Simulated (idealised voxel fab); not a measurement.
voxel transistor to metal: a process module
Square cells of 5 nm make up the cross-section cut, whose width is 205 nm.
Heads up, the way a cross-section reads in here is a grid of square cells, handed over as bands from the top down, with every band being one or more rows of cells. Band: top and bottom heights (nm) first, top before bottom; then materials from left to right, widths in nm. "all across" marks a sole material filling the band edge to edge. "blank" denotes empty space. Basically, 0 is our baseline, since under it the wafer straight out of the box is all one material. The bottom band has no lower end and keeps on going down, so it looks like "top 0, no bottom". A width given as "30 to 40" starts at the first number in the band's top row and ends at the second number in its bottom row, shifting by an equal amount at every step from row to row. Step note "everything unchanged" = no cross-section cell changed. What "Sealed void inventory" gives you is every empty space of 8 cells or more that is cut off from the top. Each appears as width x height at distance, with the distance taken from the left edge and width, height and distance all in nm. Formally, on a step line, whatever follows the settings is a remark that the simulator itself makes on the step. When a step includes a mask, the "overlay nm" setting on its line states how far to the right of its planned place that mask lay, and negative values state how far to the left.
Listed below are the process steps as planned:
1 RECEIVE (material Si)
2 CONFORMAL_DEP (material SiO2; thk nm 5)
3 CONFORMAL_DEP (material SiN; thk nm 15)
4 MASKED_ETCH (tone cover; mask id ACTIVE; width nm 95; etch materials SiN; depth nm 15; overlay nm 0)
5 MASKED_ETCH (tone cover; mask id ACTIVE; width nm 95; etch materials SiO2; depth nm 5; overlay nm 0)
6 MASKED_ETCH (tone cover; mask id ACTIVE; width nm 95; etch materials Si; depth nm 25; overlay nm 0)
7 FILL_DEP (material SiO2; thk nm 15)
8 CMP (height nm 20)
9 SELECTIVE_ETCH (etch materials SiO2; depth nm 15)
10 STRIP (etch materials SiN)
11 SELECTIVE_ETCH (etch materials SiO2; depth nm 5)
12 OXIDIZE (depth nm 5)
13 DIRECTIONAL_DEP (material polySi; thk nm 30)
14 DIRECTIONAL_DEP (material SiCN; thk nm 15)
15 DIRECTIONAL_DEP (material aC; thk nm 15)
16 PATTERN (tone cover; mask id GATE; material resist; width nm 15; thk nm 35; overlay nm 0)
17 DIRECTIONAL_ETCH (etch materials aC; depth nm 15)
18 STRIP (etch materials resist)
19 DIRECTIONAL_ETCH (etch materials SiCN; depth nm 25)
20 DIRECTIONAL_ETCH (etch materials polySi; depth nm 40)
21 STRIP (etch materials aC)
22 CONFORMAL_DEP (material SiN; thk nm 5)
23 DIRECTIONAL_ETCH (etch materials SiN; depth nm 5)
24 DIRECTIONAL_ETCH (etch materials SiO2; depth nm 5)
25 DIRECTIONAL_ETCH (etch materials Si; depth nm 15)
26 EPI (material pSi; thk nm 20)
27 FILL_DEP (material SiO2; thk nm 5)
28 CMP (height nm 45)
29 DIRECTIONAL_DEP (material SiO2; thk nm 15)
30 PATTERN (tone open; mask id CONTACT; material resist; width nm 20; pitch nm 65; thk nm 15; overlay nm 0)
31 DIRECTIONAL_ETCH (etch materials SiO2; depth nm 60)
32 STRIP (etch materials resist)
33 CONFORMAL_DEP (material TiN; thk nm 5)
34 FILL_DEP (material W; thk nm 10)
35 CMP (height nm 60)
36 CONFORMAL_DEP (material SiCN; thk nm 5)
37 DIRECTIONAL_DEP (material lowk; thk nm 20)
38 MASKED_ETCH (tone open; mask id METAL_1; width nm 20; pitch nm 65; etch materials lowk; depth nm 20; overlay nm 0)
39 MASKED_ETCH (tone open; mask id METAL_1; width nm 20; pitch nm 65; etch materials SiCN; depth nm 5; overlay nm 0)
40 CONFORMAL_DEP (material TiN; thk nm 5)
41 FILL_DEP (material Cu; thk nm 5)
42 CMP (height nm 85)
43 CONFORMAL_DEP (material SiCN; thk nm 5)
44 DIRECTIONAL_DEP (material SiO2; thk nm 30)
45 PATTERN (tone open; mask id METAL_2_HOLES; material resist; width nm 15; pitch nm 65; thk nm 15; overlay nm 0)
46 DIRECTIONAL_ETCH (etch materials SiO2; depth nm 30)
47 STRIP (etch materials resist)
48 MASKED_ETCH (tone open; mask id METAL_2; width nm 20; pitch nm 65; etch materials SiO2; depth nm 15; overlay nm 0)
49 MASKED_ETCH (tone open; mask id METAL_2; width nm 15; pitch nm 65; etch materials SiCN; depth nm 5; overlay nm 0)
50 CONFORMAL_DEP (material TiN; thk nm 5)
51 FILL_DEP (material Cu; thk nm 10)
52 CMP (height nm 120)
53 CONFORMAL_DEP (material SiCN; thk nm 5)
Keep in mind the plan's value for the width nm of step 49 comes from the first wafer; the wafers don't share that setting, but they do share the same starting point.
Sectional view: first of several wafers, as received, after step 1:
- top 0, no bottom = Si all across
- Sealed void inventory: none
Below: a row per wafer. Contents at end of module: for every material, cells gained since receipt (+) or lost since receipt (-); then closed voids:
width nm 15, +30 Cu, -171 Si, +120 SiCN, +18 SiN, +656 SiO2, +108 TiN, +32 W, +132 lowk, +82 pSi, +18 polySi, Sealed void inventory: none
width nm 20, +32 Cu, -171 Si, +118 SiCN, +18 SiN, +656 SiO2, +108 TiN, +32 W, +132 lowk, +82 pSi, +18 polySi, Sealed void inventory: none
width nm 25, +32 Cu, -171 Si, +118 SiCN, +18 SiN, +656 SiO2, +108 TiN, +32 W, +132 lowk, +82 pSi, +18 polySi, Sealed void inventory: none
width nm 30, +32 Cu, -171 Si, +118 SiCN, +18 SiN, +656 SiO2, +108 TiN, +32 W, +132 lowk, +82 pSi, +18 polySi, Sealed void inventory: none
width nm 35, +32 Cu, -171 Si, +118 SiCN, +18 SiN, +656 SiO2, +108 TiN, +32 W, +132 lowk, +82 pSi, +18 polySi, Sealed void inventory: none
